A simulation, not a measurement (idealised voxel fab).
process module | voxel spacer lines
cross-section cut | 180 nm wide | cells 5 nm
A cross-section is a grid of square cells, given in bands from the top down. A band is one or more rows of cells.
Each band's line starts with the height of the band's top and of its bottom, in nm. Then come its materials from left to right, each with its width in nm. One material with "throughout" fills the band from edge to edge. "air" is empty space.
Height 0 is the level under which the wafer as received is all one material. The lowest band goes on downwards, as in "0 down".
A width such as "30 to 40" changes by the same amount from each row of cells to the next, from the band's top row to its bottom row.
"no change" after a step means that no cell of the cross-section changed.
closed voids: empty space of 8 cells or more with no open way to the top, each as width x height at its distance from the left edge, in nm
after a step's settings: what the simulator itself notes on the step
overlay nm, on a step with a mask: how far to the right of its planned place the mask lay; to the left if negative
plan
1 op RECEIVE | material Si
2 op CONFORMAL_DEP | material Al2O3 | thk nm 10
3 op DIRECTIONAL_DEP | material TiN | thk nm 10
4 op DIRECTIONAL_DEP | material aC | thk nm 30
5 op PATTERN | tone cover | mask id MANDREL | material resist | width nm 25 | pitch nm 70 | thk nm 35 | overlay nm 0
6 op DIRECTIONAL_ETCH | etch materials aC | depth nm 30
7 op STRIP | etch materials resist
8 op CONFORMAL_DEP | material SiN | thk nm 10
9 op DIRECTIONAL_ETCH | etch materials SiN | depth nm 10
10 op STRIP | etch materials aC
11 op DIRECTIONAL_ETCH | etch materials TiN | depth nm 10
12 op STRIP | etch materials SiN
13 op FILL_DEP | material lowk | thk nm 10
14 op CMP | height nm 20
as received, after step 1
  0 down: Si throughout
  closed voids: none
first wafer at the end, as planned
  20 to 10: lowk 30 | TiN 10 | lowk 25 | TiN 10 | lowk 25 | TiN 10 | lowk 25 | TiN 10 | lowk 35
  10 to 0: Al2O3 throughout
  0 down: Si throughout
  closed voids: none
second wafer at the end: like start, like plan, one mistake
  20 to 10: lowk throughout
  10 to 0: lowk 30 | TiN 10 | lowk 25 | TiN 10 | lowk 25 | TiN 10 | lowk 25 | TiN 10 | lowk 35
  0 down: Si throughout
  closed voids: none
what went wrong: step 2 was left out
at the end the second wafer has, in cells: 72 fewer of Al2O3 | 72 more of lowk
